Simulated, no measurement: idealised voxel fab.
A process module follows: voxel trench capacitor.
Displayed cross-section: cut, width of 230 nm, square cells sized 5 nm.
When this document writes out a cross-section, it uses a grid of square cells and lists it as bands, beginning at the top and moving down, with a band standing for one or more rows of cells. First you get the band's top height and its bottom height, in nm, and then the materials it's made of, left to right, with each width in nm. If you see a single material with "full width", that one covers the band edge to edge. "blank" is empty space. Beneath 0, the wafer as received is one material, and that level is where height counting begins. The lowest band goes on downward without a bottom; it is written like "0 -> down". It should be noted that a width expressed as "30->40" varies in equal increments from row to row of cells within the band, taking the value of the first number at the top row and that of the second number at the bottom row. No cell of the cross-section changed in a step that is given as "same as before". Enclosed void listing: empty space of 8 cells or more with no open way to the top, each as width x height at its distance from the left edge, in nm. If you see something after the settings on a step's line, that's the simulator's own remark about that step. On any step carrying a mask, the "overlay nm" setting, if present on the step's line, tells how far right of its planned place the mask lay; negative values point to the left.
# Process steps (planned)
1,op RECEIVE | material Si
2,op CONFORMAL_DEP | material SiN | thk nm 10
3,op PATTERN | tone open | mask id TRENCH | material resist | width nm 25 | pitch nm 55 | thk nm 15 | overlay nm 0
4,op DIRECTIONAL_ETCH | etch materials SiN | depth nm 10
5,op DIRECTIONAL_ETCH | etch materials Si | depth nm 30
6,op STRIP | etch materials resist
7,op CONFORMAL_DEP | material Al2O3 | thk nm 5
8,op FILL_DEP | material polySi | thk nm 10
9,op CMP | height nm 10
# First wafer out of two, processed as planned
# Received-state cross-section, reflecting completion of step 1
- 0 -> down  Si full width
- Enclosed void listing: none
# The wafer, seen in cross-section, after step 2
- 10 -> 0  SiN full width
- Heights below 0 show no change.
# The wafer, seen in cross-section, after step 3
- 25 -> 10  45 nm resist, 25 nm blank, 30 nm resist, 25 nm blank, 30 nm resist, 25 nm blank, 50 nm resist
- Heights below 10 show no change.
# The wafer, seen in cross-section, after step 4
- 25 -> 10  45 nm resist, 25 nm blank, 30 nm resist, 25 nm blank, 30 nm resist, 25 nm blank, 50 nm resist
- 10 -> 0  45 nm SiN, 25 nm blank, 30 nm SiN, 25 nm blank, 30 nm SiN, 25 nm blank, 50 nm SiN
- Heights below 0 show no change.
# The wafer, seen in cross-section, after step 5
- 25 -> 10  45 nm resist, 25 nm blank, 30 nm resist, 25 nm blank, 30 nm resist, 25 nm blank, 50 nm resist
- 10 -> 0  45 nm SiN, 25 nm blank, 30 nm SiN, 25 nm blank, 30 nm SiN, 25 nm blank, 50 nm SiN
- 0 -> -30  45 nm Si, 25 nm blank, 30 nm Si, 25 nm blank, 30 nm Si, 25 nm blank, 50 nm Si
- Heights below -30 show no change.
# The wafer, seen in cross-section, after step 6
- 10 -> 0  45 nm SiN, 25 nm blank, 30 nm SiN, 25 nm blank, 30 nm SiN, 25 nm blank, 50 nm SiN
- Heights below 0 show no change.
# The wafer, seen in cross-section, after step 7
- 15 -> 10  50 nm Al2O3, 15 nm blank, 40 nm Al2O3, 15 nm blank, 40 nm Al2O3, 15 nm blank, 55 nm Al2O3
- 10 -> 0  45 nm SiN, 5 nm Al2O3, 15 nm blank, 5 nm Al2O3, 30 nm SiN, 5 nm Al2O3, 15 nm blank, 5 nm Al2O3, 30 nm SiN, 5 nm Al2O3, 15 nm blank, 5 nm Al2O3, 50 nm SiN
- 0 -> -25  45 nm Si, 5 nm Al2O3, 15 nm blank, 5 nm Al2O3, 30 nm Si, 5 nm Al2O3, 15 nm blank, 5 nm Al2O3, 30 nm Si, 5 nm Al2O3, 15 nm blank, 5 nm Al2O3, 50 nm Si
- -25 -> -30  45 nm Si, 25 nm Al2O3, 30 nm Si, 25 nm Al2O3, 30 nm Si, 25 nm Al2O3, 50 nm Si
- Heights below -30 show no change.
# The wafer, seen in cross-section, after step 8
- 25 -> 15  polySi full width
- 15 -> 10  50 nm Al2O3, 15 nm polySi, 40 nm Al2O3, 15 nm polySi, 40 nm Al2O3, 15 nm polySi, 55 nm Al2O3
- 10 -> 0  45 nm SiN, 5 nm Al2O3, 15 nm polySi, 5 nm Al2O3, 30 nm SiN, 5 nm Al2O3, 15 nm polySi, 5 nm Al2O3, 30 nm SiN, 5 nm Al2O3, 15 nm polySi, 5 nm Al2O3, 50 nm SiN
- 0 -> -25  45 nm Si, 5 nm Al2O3, 15 nm polySi, 5 nm Al2O3, 30 nm Si, 5 nm Al2O3, 15 nm polySi, 5 nm Al2O3, 30 nm Si, 5 nm Al2O3, 15 nm polySi, 5 nm Al2O3, 50 nm Si
- Heights below -25 show no change.
# The wafer, seen in cross-section, after step 9
- 10 -> 0  45 nm SiN, 5 nm Al2O3, 15 nm polySi, 5 nm Al2O3, 30 nm SiN, 5 nm Al2O3, 15 nm polySi, 5 nm Al2O3, 30 nm SiN, 5 nm Al2O3, 15 nm polySi, 5 nm Al2O3, 50 nm SiN
- Heights below 0 show no change.
# Second wafer, same starting state and plan as the first, one mistake in the run, identical through step 2
# Look at the second wafer in cross-section at the time step 3 ought to have finished
- 25 -> 10  45 nm blank, 25 nm resist, 30 nm blank, 25 nm resist, 30 nm blank, 25 nm resist, 50 nm blank
- Heights below 10 show no change.
# Look at the second wafer in cross-section at the time step 4 ought to have finished
- 25 -> 10  45 nm blank, 25 nm resist, 30 nm blank, 25 nm resist, 30 nm blank, 25 nm resist, 50 nm blank
- 10 -> 0  45 nm blank, 25 nm SiN, 30 nm blank, 25 nm SiN, 30 nm blank, 25 nm SiN, 50 nm blank
- Heights below 0 show no change.
# Look at the second wafer in cross-section at the time step 5 ought to have finished
- 25 -> 10  45 nm blank, 25 nm resist, 30 nm blank, 25 nm resist, 30 nm blank, 25 nm resist, 50 nm blank
- 10 -> 0  45 nm blank, 25 nm SiN, 30 nm blank, 25 nm SiN, 30 nm blank, 25 nm SiN, 50 nm blank
- 0 -> -30  45 nm blank, 25 nm Si, 30 nm blank, 25 nm Si, 30 nm blank, 25 nm Si, 50 nm blank
- Heights below -30 show no change.
# Look at the second wafer in cross-section at the time step 6 ought to have finished
- 10 -> 0  45 nm blank, 25 nm SiN, 30 nm blank, 25 nm SiN, 30 nm blank, 25 nm SiN, 50 nm blank
- Heights below 0 show no change.
# Look at the second wafer in cross-section at the time step 7 ought to have finished
- 15 -> 10  40 nm blank, 35 nm Al2O3, 20 nm blank, 35 nm Al2O3, 20 nm blank, 35 nm Al2O3, 45 nm blank
- 10 -> 0  40 nm blank, 5 nm Al2O3, 25 nm SiN, 5 nm Al2O3, 20 nm blank, 5 nm Al2O3, 25 nm SiN, 5 nm Al2O3, 20 nm blank, 5 nm Al2O3, 25 nm SiN, 5 nm Al2O3, 45 nm blank
- 0 -> -25  40 nm blank, 5 nm Al2O3, 25 nm Si, 5 nm Al2O3, 20 nm blank, 5 nm Al2O3, 25 nm Si, 5 nm Al2O3, 20 nm blank, 5 nm Al2O3, 25 nm Si, 5 nm Al2O3, 45 nm blank
- -25 -> -30  45 nm Al2O3, 25 nm Si, 30 nm Al2O3, 25 nm Si, 30 nm Al2O3, 25 nm Si, 50 nm Al2O3
- Heights below -30 show no change.
# Look at the second wafer in cross-section at the time step 8 ought to have finished
- 25 -> 15  polySi full width
- 15 -> 10  40 nm polySi, 35 nm Al2O3, 20 nm polySi, 35 nm Al2O3, 20 nm polySi, 35 nm Al2O3, 45 nm polySi
- 10 -> 0  40 nm polySi, 5 nm Al2O3, 25 nm SiN, 5 nm Al2O3, 20 nm polySi, 5 nm Al2O3, 25 nm SiN, 5 nm Al2O3, 20 nm polySi, 5 nm Al2O3, 25 nm SiN, 5 nm Al2O3, 45 nm polySi
- 0 -> -25  40 nm polySi, 5 nm Al2O3, 25 nm Si, 5 nm Al2O3, 20 nm polySi, 5 nm Al2O3, 25 nm Si, 5 nm Al2O3, 20 nm polySi, 5 nm Al2O3, 25 nm Si, 5 nm Al2O3, 45 nm polySi
- Heights below -25 show no change.
# Look at the second wafer in cross-section at the time step 9 ought to have finished
- 10 -> 0  40 nm polySi, 5 nm Al2O3, 25 nm SiN, 5 nm Al2O3, 20 nm polySi, 5 nm Al2O3, 25 nm SiN, 5 nm Al2O3, 20 nm polySi, 5 nm Al2O3, 25 nm SiN, 5 nm Al2O3, 45 nm polySi
- Heights below 0 show no change.
Want to know what went wrong? rather than as planned, step 3 actually ran as op PATTERN | tone cover | mask id TRENCH | material resist | width nm 25 | pitch nm 55 | thk nm 15 | overlay nm 0
Bottom line after processing is that, in cells, the second wafer is up or down on some materials versus the first: +16 Al2O3; -96 Si; -32 SiN; +112 polySi
